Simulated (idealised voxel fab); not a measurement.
Herein follows the process module entitled voxel gate over fins.
Cross-section cut spans 240 nm and uses square cells 5 nm in size.
In this document a cross-section is written as a grid of square cells. It is given as a series of bands, listed from the top down, and a band is one or more rows of cells.
In this notation a band is specified by the heights of its top and bottom, in that order and in nm, after which its materials appear from left to right, each paired with its width in nm. The word "edge to edge" attached to a single material means that material fills the band from edge to edge; the word "empty" stands for empty space.
Basically, 0 is our baseline, since under it the wafer straight out of the box is all one material. The bottom band has no lower end and keeps on going down, so it looks like "z 0 and below".
You'd read "30 to 40" like this: the band's top row of cells is as wide as the first number, its bottom row is as wide as the second, and going down, every row changes width by the same amount as the row before did.
Where a step carries "all unchanged", the cross-section came out of it unchanged, cell for cell.
This entry, "Closed void table", enumerates those empty regions of no fewer than 8 cells that possess no open connection to the top. Each region is reported in the form width x height at distance, the distance being taken from the left edge, with all three quantities expressed in nm.
Anything after a step's settings on that line? It's the simulator's own note about the step.
overlay nm, on a step with a mask: how far to the right of its planned place the mask lay; to the left if negative

The process steps that were planned are listed below:
step 1: RECEIVE | material Si
step 2: CONFORMAL_DEP | material SiN | thk nm 5
step 3: DIRECTIONAL_DEP | material aC | thk nm 15
step 4: PATTERN | tone cover | mask id FINS | material resist | width nm 15 | pitch nm 50 | thk nm 35 | overlay nm 0
step 5: DIRECTIONAL_ETCH | etch materials aC | depth nm 15
step 6: STRIP | etch materials resist
step 7: DIRECTIONAL_ETCH | etch materials SiN | depth nm 5
step 8: DIRECTIONAL_ETCH | etch materials Si | depth nm 35
step 9: STRIP | etch materials aC
step 10: OXIDIZE | depth nm 5
step 11: FILL_DEP | material SiO2 | thk nm 15
step 12: CMP | height nm 5
step 13: MASKED_ETCH | tone open | mask id RAIL | width nm 15 | etch materials SiO2 | depth nm 35 | overlay nm 0
step 14: CONFORMAL_DEP | material TiN | thk nm 5
step 15: FILL_DEP | material W | thk nm 5
step 16: CMP | height nm 0
step 17: SELECTIVE_ETCH | etch materials W Ru TiN | depth nm 20
step 18: FILL_DEP | material SiO2 | thk nm 5
step 19: CMP | height nm 5
step 20: SELECTIVE_ETCH | etch materials SiO2 | depth nm 15
step 21: STRIP | etch materials SiN
step 22: CONFORMAL_DEP | material HfO2 | thk nm 5
step 23: CONFORMAL_DEP | material TiN | thk nm 5
step 24: CONFORMAL_DEP | material TiAl | thk nm 5
step 25: CONFORMAL_DEP | material TiN | thk nm 5
step 26: FILL_DEP | material W | thk nm 15
step 27: CMP | height nm 30
step 28: CONFORMAL_DEP | material SiCN | thk nm 5
For this document, wafers share an identical start and vary in the step 16 height nm; the plan quotes the first wafer's value.

The as-received cross-section of the first of several wafers corresponds to the state after step 1:
* z 0 and below | Si edge to edge
* Closed void table: none

Here's the first of several wafers in cross-section, end of the module, after the last step, step 28:
* z 35 to 30 | SiCN edge to edge
* z 30 to 20 | W edge to edge
* z 20 to 15 | 70 of W  45 of TiN  5 of W  45 of TiN  75 of W
* z 15 to 10 | 70 of W  5 of TiN  35 of TiAl  5 of TiN  5 of W  5 of TiN  35 of TiAl  5 of TiN  75 of W
* z 10 to 5 | 75 of TiN  5 of TiAl  25 of TiN  5 of TiAl  15 of TiN  5 of TiAl  25 of TiN  5 of TiAl  80 of TiN
* z 5 to 0 | 80 of TiAl  5 of TiN  15 of HfO2  5 of TiN  25 of TiAl  5 of TiN  15 of HfO2  5 of TiN  85 of TiAl
* z 0 to -5 | 85 of TiN  5 of HfO2  5 of Si  5 of HfO2  35 of TiN  5 of HfO2  5 of Si  5 of HfO2  90 of TiN
* z -5 to -10 | 90 of HfO2  5 of Si  45 of HfO2  5 of Si  95 of HfO2
* z -10 to -20 | 90 of SiO2  5 of Si  45 of SiO2  5 of Si  95 of SiO2
* z -20 to -25 | 90 of SiO2  5 of Si  15 of SiO2  5 of TiN  5 of W  5 of TiN  15 of SiO2  5 of Si  95 of SiO2
* z -25 to -30 | 90 of SiO2  5 of Si  15 of SiO2  15 of TiN  15 of SiO2  5 of Si  95 of SiO2
* z -30 to -40 | 90 of SiO2  5 of Si  45 of SiO2  5 of Si  95 of SiO2
* z -40 and below | Si edge to edge
* Closed void table: none

Of the several wafers, the last: cross-section at the end of the module:
* z 35 to 30 | SiCN edge to edge
* z 30 to 20 | W edge to edge
* z 20 to 15 | 70 of W  45 of TiN  5 of W  45 of TiN  75 of W
* z 15 to 10 | 70 of W  5 of TiN  35 of TiAl  15 of TiN  35 of TiAl  5 of TiN  75 of W
* z 10 to 5 | 75 of TiN  5 of TiAl  25 of TiN  25 of TiAl  25 of TiN  5 of TiAl  80 of TiN
* z 5 to 0 | 80 of TiAl  5 of TiN  15 of HfO2  35 of TiN  15 of HfO2  5 of TiN  85 of TiAl
* z 0 to -5 | 85 of TiN  5 of HfO2  5 of Si  5 of HfO2  5 of TiN  25 of HfO2  5 of TiN  5 of HfO2  5 of Si  5 of HfO2  90 of TiN
* z -5 to -10 | 90 of HfO2  5 of Si  15 of HfO2  5 of TiN  5 of W  5 of TiN  15 of HfO2  5 of Si  95 of HfO2
* z -10 to -25 | 90 of SiO2  5 of Si  15 of SiO2  5 of TiN  5 of W  5 of TiN  15 of SiO2  5 of Si  95 of SiO2
* z -25 to -30 | 90 of SiO2  5 of Si  15 of SiO2  15 of TiN  15 of SiO2  5 of Si  95 of SiO2
* z -30 to -40 | 90 of SiO2  5 of Si  45 of SiO2  5 of Si  95 of SiO2
* z -40 and below | Si edge to edge
* Closed void table: none

wafer rows; end of module; cells per material since receipt: (+) gained, (-) lost; then closed voids:
height nm 0, +56 HfO2, -368 Si, +48 SiCN, +270 SiO2, +56 TiAl, +117 TiN, +157 W, Closed void table: none
height nm 5, +56 HfO2, -368 Si, +48 SiCN, +267 SiO2, +56 TiAl, +119 TiN, +158 W, Closed void table: none
height nm 10, +56 HfO2, -368 Si, +48 SiCN, +264 SiO2, +56 TiAl, +121 TiN, +159 W, Closed void table: none
height nm 15, +58 HfO2, -368 Si, +48 SiCN, +264 SiO2, +54 TiAl, +121 TiN, +159 W, Closed void table: none
